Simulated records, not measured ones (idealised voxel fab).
Name of the process module below: voxel spacer lines
Cross-section cut: width 270 nm, square cells of 5 nm.
Cross-sections here: square-cell grids, written as top-down lists of bands, a band being one or more rows of cells. Quick guide to a band line: top height, bottom height (nm) up front; then every material left to right with its width in nm. Only one material and it's marked "edge to edge"? Then it fills the band edge to edge. And "empty" just means empty space. Height is counted from the level 0, under which the received wafer is composed throughout of one material. The lowest of the bands is not closed at the bottom but continues downward, in the notation "0 nm and below". Width spec "30 to 40" -> top row of cells at first value, bottom row at second value, equal per-row change in between. Reading "no alteration" for a step: not a cell of the cross-section changed in it. Completely enclosed voids: empty space of 8 cells or more with no open way to the top, each as width x height at its distance from the left edge, in nm. Formally, on a step line, whatever follows the settings is a remark that the simulator itself makes on the step. overlay nm: how far to the right of its planned place the mask lay on this masked step (negative: to the left).
-- These are the steps we planned for the process
- 1: RECEIVE: material Si
- 2: CONFORMAL_DEP: material SiO2, thk nm 5
- 3: DIRECTIONAL_DEP: material TiN, thk nm 10
- 4: DIRECTIONAL_DEP: material aC, thk nm 30
- 5: PATTERN: tone cover, mask id MANDREL, material resist, width nm 15, pitch nm 60, thk nm 40, overlay nm 0
- 6: DIRECTIONAL_ETCH: etch materials aC, depth nm 30
- 7: STRIP: etch materials resist
- 8: CONFORMAL_DEP: material SiN, thk nm 15
- 9: DIRECTIONAL_ETCH: etch materials SiN, depth nm 15
- 10: STRIP: etch materials aC
- 11: DIRECTIONAL_ETCH: etch materials TiN, depth nm 10
- 12: STRIP: etch materials SiN
- 13: FILL_DEP: material SiO2, thk nm 10
- 14: CMP: height nm 15
-- Received-state cross-section, reflecting completion of step 1
* 0 nm and below | Si edge to edge
* Completely enclosed voids: none
-- This is how the wafer looks in cross-section once the module is done, given the starting state and plan above and one mistake in carrying the plan out
* 15 nm to 10 nm | SiO2 edge to edge
* 10 nm to 0 nm | 50 SiO2, then 15 TiN, then 15 SiO2, then 15 TiN, then 15 SiO2, then 15 TiN, then 15 SiO2, then 15 TiN, then 15 SiO2, then 15 TiN, then 15 SiO2, then 15 TiN, then 55 SiO2
* 0 nm and below | Si edge to edge
* Completely enclosed voids: none
Nonconformance to the process plan: not run: step 2 of the plan (skipped)
